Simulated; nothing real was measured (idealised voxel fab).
Process module name: voxel trench capacitor
It is cross-section cut that appears here, measuring 300 nm in width, its square cells being 5 nm in size.
A cross-section is a grid of square cells, given in bands from the top down. A band is one or more rows of cells.
Within each band entry, the heights of the top and of the bottom of the band appear first, in that order and in nm; the materials of the band then follow from left to right, each with its corresponding width in nm. The designation "everywhere" on a single material indicates that it fills the band from edge to edge; the designation "empty" indicates empty space.
Where do heights start? At 0: under that level the wafer as delivered is made of one material only. And the lowest band has no floor; it just carries on downward, as in "0 -> down".
Width "30->40": first value at the band's top row of cells, second value at its bottom row, equal change from row to row.
No cell of the cross-section changed in a step that is given as "nothing got changed".
Closed-off voids of 8+ cells (no open route to the top) go in "Closed void register", written width x height at distance from the left edge, in nm.
Read whatever lies past the settings on a step's line as the simulator's own remark about the step.
overlay nm: step with mask; distance mask lay right of planned place; negative value = left of planned place.
**These are the steps we planned for the process**
1. RECEIVE, material Si
2. CONFORMAL_DEP, material SiN, thk nm 10
3. PATTERN, tone open, mask id TRENCH, material resist, width nm 30, pitch nm 60, thk nm 15, overlay nm 0
4. DIRECTIONAL_ETCH, etch materials SiN, depth nm 10
5. DIRECTIONAL_ETCH, etch materials Si, depth nm 30
6. STRIP, etch materials resist
7. CONFORMAL_DEP, material HfO2, thk nm 5
8. CONFORMAL_DEP, material TiN, thk nm 5
9. FILL_DEP, material W, thk nm 10
10. CMP, height nm 10
**Step 1 complete: cross-section of the wafer as received**
  0 -> down | Si everywhere
  Closed void register: none
**Result of the module, cross-sectioned: start per above, plan per above, one error in how it was run**
  10 -> 0 | 35 of W / 5 of TiN / 5 of HfO2 / 30 of SiN / 5 of HfO2 / 5 of TiN / 10 of W / 5 of TiN / 5 of HfO2 / 30 of SiN / 5 of HfO2 / 5 of TiN / 10 of W / 5 of TiN / 5 of HfO2 / 30 of SiN / 5 of HfO2 / 5 of TiN / 10 of W / 5 of TiN / 5 of HfO2 / 30 of SiN / 5 of HfO2 / 5 of TiN / 35 of W
  0 -> -20 | 35 of W / 5 of TiN / 5 of HfO2 / 30 of Si / 5 of HfO2 / 5 of TiN / 10 of W / 5 of TiN / 5 of HfO2 / 30 of Si / 5 of HfO2 / 5 of TiN / 10 of W / 5 of TiN / 5 of HfO2 / 30 of Si / 5 of HfO2 / 5 of TiN / 10 of W / 5 of TiN / 5 of HfO2 / 30 of Si / 5 of HfO2 / 5 of TiN / 35 of W
  -20 -> -25 | 40 of TiN / 5 of HfO2 / 30 of Si / 5 of HfO2 / 20 of TiN / 5 of HfO2 / 30 of Si / 5 of HfO2 / 20 of TiN / 5 of HfO2 / 30 of Si / 5 of HfO2 / 20 of TiN / 5 of HfO2 / 30 of Si / 5 of HfO2 / 40 of TiN
  -25 -> -30 | 45 of HfO2 / 30 of Si / 30 of HfO2 / 30 of Si / 30 of HfO2 / 30 of Si / 30 of HfO2 / 30 of Si / 45 of HfO2
  -30 -> down | Si everywhere
  Closed void register: none
What was done differently from what was planned? step 3: run off-plan, actual operation and settings PATTERN, tone cover, mask id TRENCH, material resist, width nm 30, pitch nm 60, thk nm 15, overlay nm 0
